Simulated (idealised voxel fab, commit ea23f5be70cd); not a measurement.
You're looking at the process module voxel self aligned vias.
FYI the section here is cut, 245 nm wide, cells are 5 nm squares.
Think of the cross-section as a grid of square cells. We describe it in bands, top to bottom, and each band covers one or more rows of those cells. This entry defines a band. It first specifies the height of the band's top and the height of its bottom in nm, and then specifies the band's materials from left to right, stating each material with its width in nm. The word "throughout" identifies a single material that fills the band from edge to edge, while the word "air" identifies empty space. Heights are measured from 0, the level below which the as-received wafer is all one material; the lowest band has no bottom and continues downward, written as in "0..down". Think of "30..40" as a width that walks from the first number to the second as you go down the band, top row to bottom row, taking equal-sized steps from row to row. "nothing changed" after a step means that no cell of the cross-section changed. "Sealed void listing": empty spaces of 8 cells or more with no open way to the top, each given as width x height at distance, distance from the left edge, all in nm. The remark found on a step's line after its settings is issued by the simulator itself and pertains to that step. "overlay nm" denotes, for a step that has a mask, the displacement of the mask to the right of its planned place, with negative values corresponding to the left. So the way this works: pairs, before and after one process step. The after picture only goes down to the lowest band that actually changed, nothing below. Step and its settings are under each pair. And watch out, pairs might come from different runs of this module, same starting wafer though, so a pair only follows on from the one above if its "Ex-ante state" entry tells you so.

Ex-ante state:
> 45..40 = SiCN throughout
> 40..15 = lowk throughout
> 15..0 = SiO2 throughout
> 0..down = Si throughout
> Sealed void listing: none

Sectional View, Post-Process:
> 50..45 = SiN throughout
> All layers under 45 are left as they were.
> Sealed void listing: none
Relating the two cross-sections above, the step in between is FILL_DEP, material SiN, thk nm 5

Ex-ante state: The pre-step condition corresponds to the post-step cross-section depicted in the pair directly above.

Sectional View, Post-Process:
> 45..40 = SiCN throughout
> All layers under 40 are left as they were.
> Sealed void listing: none
Relating the two cross-sections above, the step in between is CMP, height nm 45

Ex-ante state: The pre-step condition corresponds to the post-step cross-section depicted in the pair directly above.

Sectional View, Post-Process:
> 65..45 = lowk throughout
> All layers under 45 are left as they were.
> Sealed void listing: none
Relating the two cross-sections above, the step in between is DIRECTIONAL_DEP, material lowk, thk nm 20

Ex-ante state: The pre-step condition corresponds to the post-step cross-section depicted in the pair directly above.

Sectional View, Post-Process:
> 80..65 = aC throughout
> All layers under 65 are left as they were.
> Sealed void listing: none
Relating the two cross-sections above, the step in between is DIRECTIONAL_DEP, material aC, thk nm 15

Ex-ante state: The pre-step condition corresponds to the post-step cross-section depicted in the pair directly above.

Sectional View, Post-Process:
> 115..80 = resist: 30 | air: 40 | resist: 30 | air: 40 | resist: 30 | air: 40 | resist: 35
> All layers under 80 are left as they were.
> Sealed void listing: none
Relating the two cross-sections above, the step in between is PATTERN, tone open, mask id VIAS, material resist, width nm 40, pitch nm 70, thk nm 35, overlay nm 0

Ex-ante state: The pre-step condition corresponds to the post-step cross-section depicted in the pair directly above.

Sectional View, Post-Process:
> 100..80 = resist: 30 | air: 40 | resist: 30 | air: 40 | resist: 30 | air: 40 | resist: 35
> 80..65 = aC: 30 | air: 40 | aC: 30 | air: 40 | aC: 30 | air: 40 | aC: 35
> All layers under 65 are left as they were.
> Sealed void listing: none
Relating the two cross-sections above, the step in between is DIRECTIONAL_ETCH, etch materials aC, depth nm 15

Ex-ante state: The pre-step condition corresponds to the post-step cross-section depicted in the pair directly above.

Sectional View, Post-Process:
> 80..65 = aC: 30 | air: 40 | aC: 30 | air: 40 | aC: 30 | air: 40 | aC: 35
> All layers under 65 are left as they were.
> Sealed void listing: none
Relating the two cross-sections above, the step in between is STRIP, etch materials resist

Ex-ante state: The pre-step condition corresponds to the post-step cross-section depicted in the pair directly above.

Sectional View, Post-Process:
> 80..65 = aC: 30 | air: 40 | aC: 30 | air: 40 | aC: 30 | air: 40 | aC: 35
> 65..45 = lowk: 30 | air: 40 | lowk: 30 | air: 40 | lowk: 30 | air: 40 | lowk: 35
> All layers under 45 are left as they were.
> Sealed void listing: none
Relating the two cross-sections above, the step in between is DIRECTIONAL_ETCH, etch materials lowk, depth nm 20

Ex-ante state: The pre-step condition corresponds to the post-step cross-section depicted in the pair directly above.

Sectional View, Post-Process:
> 65..45 = lowk: 30 | air: 40 | lowk: 30 | air: 40 | lowk: 30 | air: 40 | lowk: 35
> All layers under 45 are left as they were.
> Sealed void listing: none
Relating the two cross-sections above, the step in between is STRIP, etch materials aC

Ex-ante state: The pre-step condition corresponds to the post-step cross-section depicted in the pair directly above.

Sectional View, Post-Process:
> 70..65 = TiN: 35 | air: 30 | TiN: 40 | air: 30 | TiN: 40 | air: 30 | TiN: 40
> 65..50 = lowk: 30 | TiN: 5 | air: 30 | TiN: 5 | lowk: 30 | TiN: 5 | air: 30 | TiN: 5 | lowk: 30 | TiN: 5 | air: 30 | TiN: 5 | lowk: 35
> 50..45 = lowk: 30 | TiN: 40 | lowk: 30 | TiN: 40 | lowk: 30 | TiN: 40 | lowk: 35
> All layers under 45 are left as they were.
> Sealed void listing: none
Relating the two cross-sections above, the step in between is CONFORMAL_DEP, material TiN, thk nm 5

Ex-ante state: The pre-step condition corresponds to the post-step cross-section depicted in the pair directly above.

Sectional View, Post-Process:
> 75..70 = Cu throughout
> 70..65 = TiN: 35 | Cu: 30 | TiN: 40 | Cu: 30 | TiN: 40 | Cu: 30 | TiN: 40
> 65..50 = lowk: 30 | TiN: 5 | Cu: 30 | TiN: 5 | lowk: 30 | TiN: 5 | Cu: 30 | TiN: 5 | lowk: 30 | TiN: 5 | Cu: 30 | TiN: 5 | lowk: 35
> All layers under 50 are left as they were.
> Sealed void listing: none
Relating the two cross-sections above, the step in between is FILL_DEP, material Cu, thk nm 5

Ex-ante state: The pre-step condition corresponds to the post-step cross-section depicted in the pair directly above.

Sectional View, Post-Process:
> 65..50 = lowk: 30 | TiN: 5 | Cu: 30 | TiN: 5 | lowk: 30 | TiN: 5 | Cu: 30 | TiN: 5 | lowk: 30 | TiN: 5 | Cu: 30 | TiN: 5 | lowk: 35
> All layers under 50 are left as they were.
> Sealed void listing: none
Relating the two cross-sections above, the step in between is CMP, height nm 65

Ex-ante state: The pre-step condition corresponds to the post-step cross-section depicted in the pair directly above.

Sectional View, Post-Process:
> 70..65 = SiCN throughout
> All layers under 65 are left as they were.
> Sealed void listing: none
Relating the two cross-sections above, the step in between is CONFORMAL_DEP, material SiCN, thk nm 5

Ex-ante state:
> 65..45 = lowk: 30 | air: 40 | lowk: 30 | air: 40 | lowk: 30 | air: 40 | lowk: 35
> 45..35 = lowk: 40 | air: 20 | lowk: 50 | air: 20 | lowk: 50 | air: 20 | lowk: 45
> 35..25 = lowk: 40 | TiN: 5 | W: 10 | TiN: 5 | lowk: 50 | TiN: 5 | W: 10 | TiN: 5 | lowk: 50 | TiN: 5 | W: 10 | TiN: 5 | lowk: 45
> 25..20 = lowk: 40 | TiN: 20 | lowk: 50 | TiN: 20 | lowk: 50 | TiN: 20 | lowk: 45
> 20..15 = SiCN throughout
> 15..0 = SiO2 throughout
> 0..down = Si throughout
> Sealed void listing: none

Sectional View, Post-Process:
> 80..65 = TiN: 45 | air: 10 | TiN: 60 | air: 10 | TiN: 60 | air: 10 | TiN: 50
> 65..60 = lowk: 30 | TiN: 15 | air: 10 | TiN: 15 | lowk: 30 | TiN: 15 | air: 10 | TiN: 15 | lowk: 30 | TiN: 15 | air: 10 | TiN: 15 | lowk: 35
> 60..45 = lowk: 30 | TiN: 40 | lowk: 30 | TiN: 40 | lowk: 30 | TiN: 40 | lowk: 35
> 45..35 = lowk: 40 | TiN: 20 | lowk: 50 | TiN: 20 | lowk: 50 | TiN: 20 | lowk: 45
> All layers under 35 are left as they were.
> Sealed void listing: none
Relating the two cross-sections above, the step in between is CONFORMAL_DEP, material TiN, thk nm 15

Ex-ante state: The pre-step condition corresponds to the post-step cross-section depicted in the pair directly above.

Sectional View, Post-Process:
> 85..80 = Cu throughout
> 80..65 = TiN: 45 | Cu: 10 | TiN: 60 | Cu: 10 | TiN: 60 | Cu: 10 | TiN: 50
> 65..60 = lowk: 30 | TiN: 15 | Cu: 10 | TiN: 15 | lowk: 30 | TiN: 15 | Cu: 10 | TiN: 15 | lowk: 30 | TiN: 15 | Cu: 10 | TiN: 15 | lowk: 35
> All layers under 60 are left as they were.
> Sealed void listing: none
Relating the two cross-sections above, the step in between is FILL_DEP, material Cu, thk nm 5

Ex-ante state: The pre-step condition corresponds to the post-step cross-section depicted in the pair directly above.

Sectional View, Post-Process:
> 65..60 = lowk: 30 | TiN: 15 | Cu: 10 | TiN: 15 | lowk: 30 | TiN: 15 | Cu: 10 | TiN: 15 | lowk: 30 | TiN: 15 | Cu: 10 | TiN: 15 | lowk: 35
> All layers under 60 are left as they were.
> Sealed void listing: none
Relating the two cross-sections above, the step in between is CMP, height nm 65

Ex-ante state: The pre-step condition corresponds to the post-step cross-section depicted in the pair directly above.

Sectional View, Post-Process:
> 70..65 = SiCN throughout
> All layers under 65 are left as they were.
> Sealed void listing: none
Relating the two cross-sections above, the step in between is CONFORMAL_DEP, material SiCN, thk nm 5

Ex-ante state:
> 80..65 = aC throughout
> 65..45 = lowk throughout
> 45..35 = lowk: 40 | SiN: 20 | lowk: 50 | SiN: 20 | lowk: 50 | SiN: 20 | lowk: 45
> 35..25 = lowk: 40 | TiN: 5 | W: 10 | TiN: 5 | lowk: 50 | TiN: 5 | W: 10 | TiN: 5 | lowk: 50 | TiN: 5 | W: 10 | TiN: 5 | lowk: 45
> 25..20 = lowk: 40 | TiN: 20 | lowk: 50 | TiN: 20 | lowk: 50 | TiN: 20 | lowk: 45
> 20..15 = SiCN throughout
> 15..0 = SiO2 throughout
> 0..down = Si throughout
> Sealed void listing: none

Sectional View, Post-Process:
> 115..80 = resist: 30 | air: 45 | resist: 25 | air: 45 | resist: 25 | air: 45 | resist: 30
> All layers under 80 are left as they were.
> Sealed void listing: none
Relating the two cross-sections above, the step in between is PATTERN, tone open, mask id VIAS, material resist, width nm 45, pitch nm 70, thk nm 35, overlay nm 0

Ex-ante state: The pre-step condition corresponds to the post-step cross-section depicted in the pair directly above.

Sectional View, Post-Process:
> 100..80 = resist: 30 | air: 45 | resist: 25 | air: 45 | resist: 25 | air: 45 | resist: 30
> 80..65 = aC: 30 | air: 45 | aC: 25 | air: 45 | aC: 25 | air: 45 | aC: 30
> All layers under 65 are left as they were.
> Sealed void listing: none
Relating the two cross-sections above, the step in between is DIRECTIONAL_ETCH, etch materials aC, depth nm 15

Ex-ante state: The pre-step condition corresponds to the post-step cross-section depicted in the pair directly above.

Sectional View, Post-Process:
> 80..65 = aC: 30 | air: 45 | aC: 25 | air: 45 | aC: 25 | air: 45 | aC: 30
> All layers under 65 are left as they were.
> Sealed void listing: none
Relating the two cross-sections above, the step in between is STRIP, etch materials resist

Ex-ante state: The pre-step condition corresponds to the post-step cross-section depicted in the pair directly above.

Sectional View, Post-Process:
> 80..65 = aC: 30 | air: 45 | aC: 25 | air: 45 | aC: 25 | air: 45 | aC: 30
> 65..45 = lowk: 30 | air: 45 | lowk: 25 | air: 45 | lowk: 25 | air: 45 | lowk: 30
> All layers under 45 are left as they were.
> Sealed void listing: none
Relating the two cross-sections above, the step in between is DIRECTIONAL_ETCH, etch materials lowk, depth nm 20

Ex-ante state: The pre-step condition corresponds to the post-step cross-section depicted in the pair directly above.

Sectional View, Post-Process:
> 80..65 = aC: 30 | air: 45 | aC: 25 | air: 45 | aC: 25 | air: 45 | aC: 30
> 65..45 = lowk: 30 | air: 45 | lowk: 25 | air: 45 | lowk: 25 | air: 45 | lowk: 30
> 45..35 = lowk: 40 | air: 20 | lowk: 50 | air: 20 | lowk: 50 | air: 20 | lowk: 45
> All layers under 35 are left as they were.
> Sealed void listing: none
Relating the two cross-sections above, the step in between is DIRECTIONAL_ETCH, etch materials SiN, depth nm 10

Ex-ante state: The pre-step condition corresponds to the post-step cross-section depicted in the pair directly above.

Sectional View, Post-Process:
> 65..45 = lowk: 30 | air: 45 | lowk: 25 | air: 45 | lowk: 25 | air: 45 | lowk: 30
> All layers under 45 are left as they were.
> Sealed void listing: none
Relating the two cross-sections above, the step in between is STRIP, etch materials aC

Ex-ante state: The pre-step condition corresponds to the post-step cross-section depicted in the pair directly above.

Sectional View, Post-Process:
> 70..65 = TiN: 35 | air: 35 | TiN: 35 | air: 35 | TiN: 35 | air: 35 | TiN: 35
> 65..50 = lowk: 30 | TiN: 5 | air: 35 | TiN: 5 | lowk: 25 | TiN: 5 | air: 35 | TiN: 5 | lowk: 25 | TiN: 5 | air: 35 | TiN: 5 | lowk: 30
> 50..40 = lowk: 30..40 | TiN: 15..5 | air: 10 | TiN: 20..5 | lowk: 25..50 | TiN: 15..5 | air: 10 | TiN: 20..5 | lowk: 25..50 | TiN: 15..5 | air: 10 | TiN: 20..5 | lowk: 30..45
> 40..35 = lowk: 40 | TiN: 20 | lowk: 50 | TiN: 20 | lowk: 50 | TiN: 20 | lowk: 45
> All layers under 35 are left as they were.
> Sealed void listing: none
Relating the two cross-sections above, the step in between is CONFORMAL_DEP, material TiN, thk nm 5

Ex-ante state: The pre-step condition corresponds to the post-step cross-section depicted in the pair directly above.

Sectional View, Post-Process:
> 75..70 = Cu throughout
> 70..65 = TiN: 35 | Cu: 35 | TiN: 35 | Cu: 35 | TiN: 35 | Cu: 35 | TiN: 35
> 65..50 = lowk: 30 | TiN: 5 | Cu: 35 | TiN: 5 | lowk: 25 | TiN: 5 | Cu: 35 | TiN: 5 | lowk: 25 | TiN: 5 | Cu: 35 | TiN: 5 | lowk: 30
> 50..40 = lowk: 30..40 | TiN: 15..5 | Cu: 10 | TiN: 20..5 | lowk: 25..50 | TiN: 15..5 | Cu: 10 | TiN: 20..5 | lowk: 25..50 | TiN: 15..5 | Cu: 10 | TiN: 20..5 | lowk: 30..45
> All layers under 40 are left as they were.
> Sealed void listing: none
Relating the two cross-sections above, the step in between is FILL_DEP, material Cu, thk nm 5

Ex-ante state: The pre-step condition corresponds to the post-step cross-section depicted in the pair directly above.

Sectional View, Post-Process:
> 65..50 = lowk: 30 | TiN: 5 | Cu: 35 | TiN: 5 | lowk: 25 | TiN: 5 | Cu: 35 | TiN: 5 | lowk: 25 | TiN: 5 | Cu: 35 | TiN: 5 | lowk: 30
> All layers under 50 are left as they were.
> Sealed void listing: none
Relating the two cross-sections above, the step in between is CMP, height nm 65

Ex-ante state: The pre-step condition corresponds to the post-step cross-section depicted in the pair directly above.

Sectional View, Post-Process:
> 70..65 = SiCN throughout
> All layers under 65 are left as they were.
> Sealed void listing: none
Relating the two cross-sections above, the step in between is CONFORMAL_DEP, material SiCN, thk nm 5

Ex-ante state:
> 60..45 = aC throughout
> 45..20 = lowk throughout
> 20..15 = SiCN throughout
> 15..0 = SiO2 throughout
> 0..down = Si throughout
> Sealed void listing: none

Sectional View, Post-Process:
> 90..60 = resist: 35 | air: 20 | resist: 50 | air: 20 | resist: 50 | air: 20 | resist: 50
> All layers under 60 are left as they were.
> Sealed void listing: none
Relating the two cross-sections above, the step in between is PATTERN, tone open, mask id LINES, material resist, width nm 20, pitch nm 70, thk nm 30, overlay nm -5

Ex-ante state: The pre-step condition corresponds to the post-step cross-section depicted in the pair directly above.

Sectional View, Post-Process:
> 75..60 = resist: 35 | air: 20 | resist: 50 | air: 20 | resist: 50 | air: 20 | resist: 50
> 60..45 = aC: 35 | air: 20 | aC: 50 | air: 20 | aC: 50 | air: 20 | aC: 50
> All layers under 45 are left as they were.
> Sealed void listing: none
Relating the two cross-sections above, the step in between is DIRECTIONAL_ETCH, etch materials aC, depth nm 15

Ex-ante state: The pre-step condition corresponds to the post-step cross-section depicted in the pair directly above.

Sectional View, Post-Process:
> 60..45 = aC: 35 | air: 20 | aC: 50 | air: 20 | aC: 50 | air: 20 | aC: 50
> All layers under 45 are left as they were.
> Sealed void listing: none
Relating the two cross-sections above, the step in between is STRIP, etch materials resist

Ex-ante state: The pre-step condition corresponds to the post-step cross-section depicted in the pair directly above.

Sectional View, Post-Process:
> 60..45 = aC: 35 | air: 20 | aC: 50 | air: 20 | aC: 50 | air: 20 | aC: 50
> 45..20 = lowk: 35 | air: 20 | lowk: 50 | air: 20 | lowk: 50 | air: 20 | lowk: 50
> All layers under 20 are left as they were.
> Sealed void listing: none
Relating the two cross-sections above, the step in between is DIRECTIONAL_ETCH, etch materials lowk, depth nm 25

Ex-ante state: The pre-step condition corresponds to the post-step cross-section depicted in the pair directly above.

Sectional View, Post-Process:
> 45..20 = lowk: 35 | air: 20 | lowk: 50 | air: 20 | lowk: 50 | air: 20 | lowk: 50
> All layers under 20 are left as they were.
> Sealed void listing: none
Relating the two cross-sections above, the step in between is STRIP, etch materials aC

Ex-ante state: The pre-step condition corresponds to the post-step cross-section depicted in the pair directly above.

Sectional View, Post-Process:
> 50..45 = TiN: 40 | air: 10 | TiN: 60 | air: 10 | TiN: 60 | air: 10 | TiN: 55
> 45..25 = lowk: 35 | TiN: 5 | air: 10 | TiN: 5 | lowk: 50 | TiN: 5 | air: 10 | TiN: 5 | lowk: 50 | TiN: 5 | air: 10 | TiN: 5 | lowk: 50
> 25..20 = lowk: 35 | TiN: 20 | lowk: 50 | TiN: 20 | lowk: 50 | TiN: 20 | lowk: 50
> All layers under 20 are left as they were.
> Sealed void listing: none
Relating the two cross-sections above, the step in between is CONFORMAL_DEP, material TiN, thk nm 5

Ex-ante state: The pre-step condition corresponds to the post-step cross-section depicted in the pair directly above.

Sectional View, Post-Process:
> 60..50 = W throughout
> 50..45 = TiN: 40 | W: 10 | TiN: 60 | W: 10 | TiN: 60 | W: 10 | TiN: 55
> 45..25 = lowk: 35 | TiN: 5 | W: 10 | TiN: 5 | lowk: 50 | TiN: 5 | W: 10 | TiN: 5 | lowk: 50 | TiN: 5 | W: 10 | TiN: 5 | lowk: 50
> All layers under 25 are left as they were.
> Sealed void listing: none
Relating the two cross-sections above, the step in between is FILL_DEP, material W, thk nm 10

Ex-ante state: The pre-step condition corresponds to the post-step cross-section depicted in the pair directly above.

Sectional View, Post-Process:
> 45..25 = lowk: 35 | TiN: 5 | W: 10 | TiN: 5 | lowk: 50 | TiN: 5 | W: 10 | TiN: 5 | lowk: 50 | TiN: 5 | W: 10 | TiN: 5 | lowk: 50
> All layers under 25 are left as they were.
> Sealed void listing: none
Relating the two cross-sections above, the step in between is CMP, height nm 45

Ex-ante state: The pre-step condition corresponds to the post-step cross-section depicted in the pair directly above.

Sectional View, Post-Process:
> 45..35 = lowk: 35 | air: 20 | lowk: 50 | air: 20 | lowk: 50 | air: 20 | lowk: 50
> All layers under 35 are left as they were.
> Sealed void listing: none
Relating the two cross-sections above, the step in between is SELECTIVE_ETCH, etch materials W Ru TiN, depth nm 10

Ex-ante state: The pre-step condition corresponds to the post-step cross-section depicted in the pair directly above.

Sectional View, Post-Process:
> 50..45 = SiN throughout
> 45..35 = lowk: 35 | SiN: 20 | lowk: 50 | SiN: 20 | lowk: 50 | SiN: 20 | lowk: 50
> All layers under 35 are left as they were.
> Sealed void listing: none
Relating the two cross-sections above, the step in between is FILL_DEP, material SiN, thk nm 5

Ex-ante state: The pre-step condition corresponds to the post-step cross-section depicted in the pair directly above.

Sectional View, Post-Process:
> 45..35 = lowk: 35 | SiN: 20 | lowk: 50 | SiN: 20 | lowk: 50 | SiN: 20 | lowk: 50
> All layers under 35 are left as they were.
> Sealed void listing: none
Relating the two cross-sections above, the step in between is CMP, height nm 45

Ex-ante state: The pre-step condition corresponds to the post-step cross-section depicted in the pair directly above.

Sectional View, Post-Process:
> 65..45 = lowk throughout
> All layers under 45 are left as they were.
> Sealed void listing: none
Relating the two cross-sections above, the step in between is DIRECTIONAL_DEP, material lowk, thk nm 20

Ex-ante state: The pre-step condition corresponds to the post-step cross-section depicted in the pair directly above.

Sectional View, Post-Process:
> 80..65 = aC throughout
> All layers under 65 are left as they were.
> Sealed void listing: none
Relating the two cross-sections above, the step in between is DIRECTIONAL_DEP, material aC, thk nm 15

Ex-ante state: The pre-step condition corresponds to the post-step cross-section depicted in the pair directly above.

Sectional View, Post-Process:
> 115..80 = resist: 30 | air: 40 | resist: 30 | air: 40 | resist: 30 | air: 40 | resist: 35
> All layers under 80 are left as they were.
> Sealed void listing: none
Relating the two cross-sections above, the step in between is PATTERN, tone open, mask id VIAS, material resist, width nm 40, pitch nm 70, thk nm 35, overlay nm 0

Ex-ante state: The pre-step condition corresponds to the post-step cross-section depicted in the pair directly above.

Sectional View, Post-Process:
> 100..80 = resist: 30 | air: 40 | resist: 30 | air: 40 | resist: 30 | air: 40 | resist: 35
> 80..65 = aC: 30 | air: 40 | aC: 30 | air: 40 | aC: 30 | air: 40 | aC: 35
> All layers under 65 are left as they were.
> Sealed void listing: none
Relating the two cross-sections above, the step in between is DIRECTIONAL_ETCH, etch materials aC, depth nm 15

Ex-ante state: The pre-step condition corresponds to the post-step cross-section depicted in the pair directly above.

Sectional View, Post-Process:
> 80..65 = aC: 30 | air: 40 | aC: 30 | air: 40 | aC: 30 | air: 40 | aC: 35
> All layers under 65 are left as they were.
> Sealed void listing: none
Relating the two cross-sections above, the step in between is STRIP, etch materials resist

Ex-ante state: The pre-step condition corresponds to the post-step cross-section depicted in the pair directly above.

Sectional View, Post-Process:
> 80..65 = aC: 30 | air: 40 | aC: 30 | air: 40 | aC: 30 | air: 40 | aC: 35
> 65..45 = lowk: 30 | air: 40 | lowk: 30 | air: 40 | lowk: 30 | air: 40 | lowk: 35
> All layers under 45 are left as they were.
> Sealed void listing: none
Relating the two cross-sections above, the step in between is DIRECTIONAL_ETCH, etch materials lowk, depth nm 20

Ex-ante state: The pre-step condition corresponds to the post-step cross-section depicted in the pair directly above.

Sectional View, Post-Process:
> 80..65 = aC: 30 | air: 40 | aC: 30 | air: 40 | aC: 30 | air: 40 | aC: 35
> 65..45 = lowk: 30 | air: 40 | lowk: 30 | air: 40 | lowk: 30 | air: 40 | lowk: 35
> 45..35 = lowk: 35 | air: 20 | lowk: 50 | air: 20 | lowk: 50 | air: 20 | lowk: 50
> All layers under 35 are left as they were.
> Sealed void listing: none
Relating the two cross-sections above, the step in between is DIRECTIONAL_ETCH, etch materials SiN, depth nm 10

Ex-ante state: The pre-step condition corresponds to the post-step cross-section depicted in the pair directly above.

Sectional View, Post-Process:
> 65..45 = lowk: 30 | air: 40 | lowk: 30 | air: 40 | lowk: 30 | air: 40 | lowk: 35
> All layers under 45 are left as they were.
> Sealed void listing: none
Relating the two cross-sections above, the step in between is STRIP, etch materials aC

Ex-ante state: The pre-step condition corresponds to the post-step cross-section depicted in the pair directly above.

Sectional View, Post-Process:
> 70..65 = TiN: 35 | air: 30 | TiN: 40 | air: 30 | TiN: 40 | air: 30 | TiN: 40
> 65..50 = lowk: 30 | TiN: 5 | air: 30 | TiN: 5 | lowk: 30 | TiN: 5 | air: 30 | TiN: 5 | lowk: 30 | TiN: 5 | air: 30 | TiN: 5 | lowk: 35
> 50..40 = lowk: 30..35 | TiN: 10..5 | air: 10 | TiN: 20..5 | lowk: 30..50 | TiN: 10..5 | air: 10 | TiN: 20..5 | lowk: 30..50 | TiN: 10..5 | air: 10 | TiN: 20..5 | lowk: 35..50
> 40..35 = lowk: 35 | TiN: 20 | lowk: 50 | TiN: 20 | lowk: 50 | TiN: 20 | lowk: 50
> All layers under 35 are left as they were.
> Sealed void listing: none
Relating the two cross-sections above, the step in between is CONFORMAL_DEP, material TiN, thk nm 5

Ex-ante state: The pre-step condition corresponds to the post-step cross-section depicted in the pair directly above.

Sectional View, Post-Process:
> 75..70 = Cu throughout
> 70..65 = TiN: 35 | Cu: 30 | TiN: 40 | Cu: 30 | TiN: 40 | Cu: 30 | TiN: 40
> 65..50 = lowk: 30 | TiN: 5 | Cu: 30 | TiN: 5 | lowk: 30 | TiN: 5 | Cu: 30 | TiN: 5 | lowk: 30 | TiN: 5 | Cu: 30 | TiN: 5 | lowk: 35
> 50..40 = lowk: 30..35 | TiN: 10..5 | Cu: 10 | TiN: 20..5 | lowk: 30..50 | TiN: 10..5 | Cu: 10 | TiN: 20..5 | lowk: 30..50 | TiN: 10..5 | Cu: 10 | TiN: 20..5 | lowk: 35..50
> All layers under 40 are left as they were.
> Sealed void listing: none
Relating the two cross-sections above, the step in between is FILL_DEP, material Cu, thk nm 5

Ex-ante state: The pre-step condition corresponds to the post-step cross-section depicted in the pair directly above.

Sectional View, Post-Process:
> 65..50 = lowk: 30 | TiN: 5 | Cu: 30 | TiN: 5 | lowk: 30 | TiN: 5 | Cu: 30 | TiN: 5 | lowk: 30 | TiN: 5 | Cu: 30 | TiN: 5 | lowk: 35
> All layers under 50 are left as they were.
> Sealed void listing: none
Relating the two cross-sections above, the step in between is CMP, height nm 65

Ex-ante state: The pre-step condition corresponds to the post-step cross-section depicted in the pair directly above.

Sectional View, Post-Process:
> 70..65 = SiCN throughout
> All layers under 65 are left as they were.
> Sealed void listing: none
Relating the two cross-sections above, the step in between is CONFORMAL_DEP, material SiCN, thk nm 5

Ex-ante state:
> 65..50 = lowk: 30 | TiN: 5 | Cu: 30 | TiN: 5 | lowk: 30 | TiN: 5 | Cu: 30 | TiN: 5 | lowk: 30 | TiN: 5 | Cu: 30 | TiN: 5 | lowk: 35
> 50..40 = lowk: 30..40 | TiN: 15..5 | Cu: 10 | TiN: 15..5 | lowk: 30..50 | TiN: 15..5 | Cu: 10 | TiN: 15..5 | lowk: 30..50 | TiN: 15..5 | Cu: 10 | TiN: 15..5 | lowk: 35..45
> 40..35 = lowk: 40 | TiN: 20 | lowk: 50 | TiN: 20 | lowk: 50 | TiN: 20 | lowk: 45
> 35..25 = lowk: 40 | TiN: 5 | W: 10 | TiN: 5 | lowk: 50 | TiN: 5 | W: 10 | TiN: 5 | lowk: 50 | TiN: 5 | W: 10 | TiN: 5 | lowk: 45
> 25..20 = lowk: 40 | TiN: 20 | lowk: 50 | TiN: 20 | lowk: 50 | TiN: 20 | lowk: 45
> 20..15 = SiCN throughout
> 15..0 = SiO2 throughout
> 0..down = Si throughout
> Sealed void listing: none

Sectional View, Post-Process:
> 70..65 = SiN throughout
> All layers under 65 are left as they were.
> Sealed void listing: none
Relating the two cross-sections above, the step in between is CONFORMAL_DEP, material SiN, thk nm 5

Ex-ante state:
> 60..45 = aC throughout
> 45..20 = lowk throughout
> 20..15 = SiCN throughout
> 15..0 = SiO2 throughout
> 0..down = Si throughout
> Sealed void listing: none

Sectional View, Post-Process:
> 90..60 = air: 40 | resist: 20 | air: 50 | resist: 20 | air: 50 | resist: 20 | air: 45
> All layers under 60 are left as they were.
> Sealed void listing: none
Relating the two cross-sections above, the step in between is PATTERN, tone cover, mask id LINES, material resist, width nm 20, pitch nm 70, thk nm 30, overlay nm 0

Ex-ante state: The pre-step condition corresponds to the post-step cross-section depicted in the pair directly above.

Sectional View, Post-Process:
> 75..60 = air: 40 | resist: 20 | air: 50 | resist: 20 | air: 50 | resist: 20 | air: 45
> 60..45 = air: 40 | aC: 20 | air: 50 | aC: 20 | air: 50 | aC: 20 | air: 45
> All layers under 45 are left as they were.
> Sealed void listing: none
Relating the two cross-sections above, the step in between is DIRECTIONAL_ETCH, etch materials aC, depth nm 15

Ex-ante state: The pre-step condition corresponds to the post-step cross-section depicted in the pair directly above.

Sectional View, Post-Process:
> 60..45 = air: 40 | aC: 20 | air: 50 | aC: 20 | air: 50 | aC: 20 | air: 45
> All layers under 45 are left as they were.
> Sealed void listing: none
Relating the two cross-sections above, the step in between is STRIP, etch materials resist

Ex-ante state: The pre-step condition corresponds to the post-step cross-section depicted in the pair directly above.

Sectional View, Post-Process:
> 60..45 = air: 40 | aC: 20 | air: 50 | aC: 20 | air: 50 | aC: 20 | air: 45
> 45..20 = air: 40 | lowk: 20 | air: 50 | lowk: 20 | air: 50 | lowk: 20 | air: 45
> All layers under 20 are left as they were.
> Sealed void listing: none
Relating the two cross-sections above, the step in between is DIRECTIONAL_ETCH, etch materials lowk, depth nm 25

Ex-ante state: The pre-step condition corresponds to the post-step cross-section depicted in the pair directly above.

Sectional View, Post-Process:
> 45..20 = air: 40 | lowk: 20 | air: 50 | lowk: 20 | air: 50 | lowk: 20 | air: 45
> All layers under 20 are left as they were.
> Sealed void listing: none
Relating the two cross-sections above, the step in between is STRIP, etch materials aC

Ex-ante state: The pre-step condition corresponds to the post-step cross-section depicted in the pair directly above.

Sectional View, Post-Process:
> 50..45 = air: 35 | TiN: 30 | air: 40 | TiN: 30 | air: 40 | TiN: 30 | air: 40
> 45..25 = air: 35 | TiN: 5 | lowk: 20 | TiN: 5 | air: 40 | TiN: 5 | lowk: 20 | TiN: 5 | air: 40 | TiN: 5 | lowk: 20 | TiN: 5 | air: 40
> 25..20 = TiN: 40 | lowk: 20 | TiN: 50 | lowk: 20 | TiN: 50 | lowk: 20 | TiN: 45
> All layers under 20 are left as they were.
> Sealed void listing: none
Relating the two cross-sections above, the step in between is CONFORMAL_DEP, material TiN, thk nm 5

Ex-ante state: The pre-step condition corresponds to the post-step cross-section depicted in the pair directly above.

Sectional View, Post-Process:
> 60..50 = W throughout
> 50..45 = W: 35 | TiN: 30 | W: 40 | TiN: 30 | W: 40 | TiN: 30 | W: 40
> 45..25 = W: 35 | TiN: 5 | lowk: 20 | TiN: 5 | W: 40 | TiN: 5 | lowk: 20 | TiN: 5 | W: 40 | TiN: 5 | lowk: 20 | TiN: 5 | W: 40
> All layers under 25 are left as they were.
> Sealed void listing: none
Relating the two cross-sections above, the step in between is FILL_DEP, material W, thk nm 10

Ex-ante state: The pre-step condition corresponds to the post-step cross-section depicted in the pair directly above.

Sectional View, Post-Process:
> 45..25 = W: 35 | TiN: 5 | lowk: 20 | TiN: 5 | W: 40 | TiN: 5 | lowk: 20 | TiN: 5 | W: 40 | TiN: 5 | lowk: 20 | TiN: 5 | W: 40
> All layers under 25 are left as they were.
> Sealed void listing: none
Relating the two cross-sections above, the step in between is CMP, height nm 45

Ex-ante state: The pre-step condition corresponds to the post-step cross-section depicted in the pair directly above.

Sectional View, Post-Process:
> 45..35 = air: 40 | lowk: 20 | air: 50 | lowk: 20 | air: 50 | lowk: 20 | air: 45
> All layers under 35 are left as they were.
> Sealed void listing: none
Relating the two cross-sections above, the step in between is SELECTIVE_ETCH, etch materials W Ru TiN, depth nm 10
